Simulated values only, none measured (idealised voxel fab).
The following is a process module called voxel self aligned vias.
The width of the displayed cross-section, cut, is 225 nm; its cells are square, with a size of 5 nm.
Each cross-section below is a grid of square cells, stated as bands in top-down order, with one or more rows of cells making up each band. Heights first: top, then bottom, in nm. Then materials, left to right, each with a width in nm. "edge to edge" on a single material: fills the band edge to edge. "blank": empty space. Heights are measured from 0, the level below which the as-received wafer is all one material; the lowest band has no bottom and continues downward, written as in "z 0 and below". So if you see something like "30..40" for the width, read it as the top row of the band sitting at the first number and the bottom row at the second, with every row in between moving by the same amount as the last. Any step labelled "all unchanged" changed none of the cells in the cross-section. So "Completely enclosed voids" is basically the list of trapped voids: any empty space of 8 cells or more that can't reach the top through an opening. They're written width x height at distance, the distance being from the left edge, and it's all nm. Formally, on a step line, whatever follows the settings is a remark that the simulator itself makes on the step. "overlay nm" answers the question of how far to the right of plan the mask lay on a step that has a mask, and when it is negative the answer is to the left.

Process steps (planned)
1. RECEIVE [material Si]
2. CONFORMAL_DEP [material SiO2] [thk nm 10]
3. CONFORMAL_DEP [material SiCN] [thk nm 5]
4. DIRECTIONAL_DEP [material lowk] [thk nm 20]
5. DIRECTIONAL_DEP [material aC] [thk nm 10]
6. PATTERN [tone open] [mask id LINES] [material resist] [width nm 20] [pitch nm 55] [thk nm 25] [overlay nm 0]
7. DIRECTIONAL_ETCH [etch materials aC] [depth nm 10]
8. STRIP [etch materials resist]
9. DIRECTIONAL_ETCH [etch materials lowk] [depth nm 20]
10. STRIP [etch materials aC]
11. CONFORMAL_DEP [material TiN] [thk nm 5]
12. FILL_DEP [material Ru] [thk nm 10]
13. CMP [height nm 35]
14. SELECTIVE_ETCH [etch materials W Ru TiN] [depth nm 5]
15. FILL_DEP [material SiN] [thk nm 10]
16. CMP [height nm 35]
17. DIRECTIONAL_DEP [material lowk] [thk nm 15]
18. DIRECTIONAL_DEP [material aC] [thk nm 10]
19. PATTERN [tone open] [mask id VIAS] [material resist] [width nm 40] [pitch nm 110] [thk nm 25] [overlay nm 0]
20. DIRECTIONAL_ETCH [etch materials aC] [depth nm 10]
21. STRIP [etch materials resist]
22. DIRECTIONAL_ETCH [etch materials lowk] [depth nm 15]
23. DIRECTIONAL_ETCH [etch materials SiN] [depth nm 5]
24. STRIP [etch materials aC]
25. CONFORMAL_DEP [material TiN] [thk nm 5]
26. FILL_DEP [material Ru] [thk nm 10]
27. CMP [height nm 50]
28. CONFORMAL_DEP [material SiCN] [thk nm 5]

Cross-sectional view of the wafer in its as-received condition, corresponding to the state after step 1
z 0 and below | Si edge to edge
Completely enclosed voids: none

The plan above was carried out on the starting structure above with one mistake, and this cross-section shows the wafer at the end of the module
z 55 to 50 | SiCN edge to edge
z 50 to 35 | lowk 35  TiN 5  Ru 30  TiN 5  lowk 70  TiN 5  Ru 30  TiN 5  lowk 40
z 35 to 30 | lowk 35  TiN 40  lowk 25  SiN 20  lowk 25  TiN 40  lowk 40
z 30 to 20 | lowk 35  TiN 15  Ru 10  TiN 15  lowk 25  TiN 5  Ru 10  TiN 5  lowk 25  TiN 15  Ru 10  TiN 15  lowk 40
z 20 to 15 | lowk 45  TiN 20  lowk 35  TiN 20  lowk 35  TiN 20  lowk 50
z 15 to 10 | SiCN edge to edge
z 10 to 0 | SiO2 edge to edge
z 0 and below | Si edge to edge
Completely enclosed voids: none
Here's what went sideways: plan step 22 was twice executed
